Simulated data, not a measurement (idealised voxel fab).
process module | voxel tone inversion
cross-section cut | 225 nm wide | cells 5 nm
A cross-section is a grid of square cells, given in bands from the top down. A band is one or more rows of cells.
Each band's line starts with the height of the band's top and of its bottom, in nm. Then come its materials from left to right, each with its width in nm. One material with "throughout" fills the band from edge to edge. "air" is empty space.
Height 0 is the level under which the wafer as received is all one material. The lowest band goes on downwards, as in "0 down".
A width such as "30 to 40" changes by the same amount from each row of cells to the next, from the band's top row to its bottom row.
"no change" after a step means that no cell of the cross-section changed.
closed voids: empty space of 8 cells or more with no open way to the top, each as width x height at its distance from the left edge, in nm
after a step's settings: what the simulator itself notes on the step
overlay nm, on a step with a mask: how far to the right of its planned place the mask lay; to the left if negative
plan
1 op RECEIVE | material Si
2 op CONFORMAL_DEP | material SiCN | thk nm 5
3 op DIRECTIONAL_DEP | material polySi | thk nm 15
4 op PATTERN | tone cover | mask id POSTS | material resist | width nm 25 | pitch nm 50 | thk nm 20 | overlay nm 0
5 op DIRECTIONAL_ETCH | etch materials polySi | depth nm 15
6 op STRIP | etch materials resist
7 op FILL_DEP | material lowk | thk nm 10
8 op CMP | height nm 20
9 op STRIP | etch materials polySi
as received, after step 1
  0 down: Si throughout
  closed voids: none
first wafer at the end, as planned
  20 to 5: lowk 25 | air 25 | lowk 25 | air 25 | lowk 25 | air 25 | lowk 25 | air 25 | lowk 25
  5 to 0: SiCN throughout
  0 down: Si throughout
  closed voids: none
second wafer at the end: like start, like plan, one mistake
  20 to 5: lowk 35 | air 25 | lowk 25 | air 25 | lowk 25 | air 25 | lowk 25 | air 25 | lowk 15
  5 to 0: SiCN throughout
  0 down: Si throughout
  closed voids: none
what went wrong: step 4 ran as: op PATTERN | tone cover | mask id POSTS | material resist | width nm 25 | pitch nm 50 | thk nm 20 | overlay nm 10
at the end the second wafer has, in cells: as many of each material as the first, in other places
